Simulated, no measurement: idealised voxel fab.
process module | voxel ribs on slabs
cross-section cut | 205 nm wide | cells 5 nm
A cross-section is a grid of square cells, given in bands from the top down. A band is one or more rows of cells.
Each band's line starts with the height of the band's top and of its bottom, in nm. Then come its materials from left to right, each with its width in nm. One material with "throughout" fills the band from edge to edge. "air" is empty space.
Height 0 is the level under which the wafer as received is all one material. The lowest band goes on downwards, as in "0 down".
A width such as "30 to 40" changes by the same amount from each row of cells to the next, from the band's top row to its bottom row.
"no change" after a step means that no cell of the cross-section changed.
closed voids: empty space of 8 cells or more with no open way to the top, each as width x height at its distance from the left edge, in nm
after a step's settings: what the simulator itself notes on the step
overlay nm, on a step with a mask: how far to the right of its planned place the mask lay; to the left if negative
plan
1 op RECEIVE | material Si
2 op DIRECTIONAL_DEP | material SiO2 | thk nm 25
3 op DIRECTIONAL_DEP | material SiN | thk nm 15
4 op DIRECTIONAL_DEP | material aC | thk nm 10
5 op PATTERN | tone cover | mask id RIB | material resist | width nm 20 | thk nm 25 | overlay nm -15
6 op DIRECTIONAL_ETCH | etch materials aC | depth nm 10
7 op STRIP | etch materials resist
8 op DIRECTIONAL_ETCH | etch materials SiN | depth nm 5
9 op STRIP | etch materials aC
10 op MASKED_ETCH | tone cover | mask id SLAB | width nm 60 | etch materials SiN | depth nm 10 | overlay nm 0
11 op FILL_DEP | material SiO2 | thk nm 15
12 op CMP | height nm 50
13 op DIRECTIONAL_DEP | material W | thk nm 10
14 op PATTERN | tone cover | mask id HEATER | material resist | width nm 30 | thk nm 15 | overlay nm 0
15 op DIRECTIONAL_ETCH | etch materials W | depth nm 10
16 op STRIP | etch materials resist
17 op CONFORMAL_DEP | material SiN | thk nm 5
varied across the wafers: overlay nm of step 5. The plan shows the first wafer's value. All wafers start alike
first wafer as received, after step 1
  0 down: Si throughout
  closed voids: none
first wafer at the end, after step 17
  65 to 60: air 80 | SiN 40 | air 85
  60 to 55: air 80 | SiN 5 | W 30 | SiN 5 | air 85
  55 to 50: SiN 85 | W 30 | SiN 90
  50 to 40: SiO2 throughout
  40 to 35: SiO2 75 | SiN 20 | SiO2 110
  35 to 25: SiO2 70 | SiN 60 | SiO2 75
  25 to 0: SiO2 throughout
  0 down: Si throughout
  closed voids: none
last wafer at the end
  65 to 60: air 80 | SiN 40 | air 85
  60 to 55: air 80 | SiN 5 | W 30 | SiN 5 | air 85
  55 to 50: SiN 85 | W 30 | SiN 90
  50 to 40: SiO2 throughout
  40 to 35: SiO2 105 | SiN 20 | SiO2 80
  35 to 25: SiO2 70 | SiN 60 | SiO2 75
  25 to 0: SiO2 throughout
  0 down: Si throughout
  closed voids: none
each wafer at the end: cells of each material gained (+) or lost (-) since it was received, then its closed voids
overlay nm -15 | +73 SiN | +382 SiO2 | +12 W | closed voids: none
overlay nm -10 | +73 SiN | +382 SiO2 | +12 W | closed voids: none
overlay nm -5 | +73 SiN | +382 SiO2 | +12 W | closed voids: none
overlay nm 0 | +73 SiN | +382 SiO2 | +12 W | closed voids: none
overlay nm 5 | +73 SiN | +382 SiO2 | +12 W | closed voids: none
overlay nm 10 | +73 SiN | +382 SiO2 | +12 W | closed voids: none
overlay nm 15 | +73 SiN | +382 SiO2 | +12 W | closed voids: none
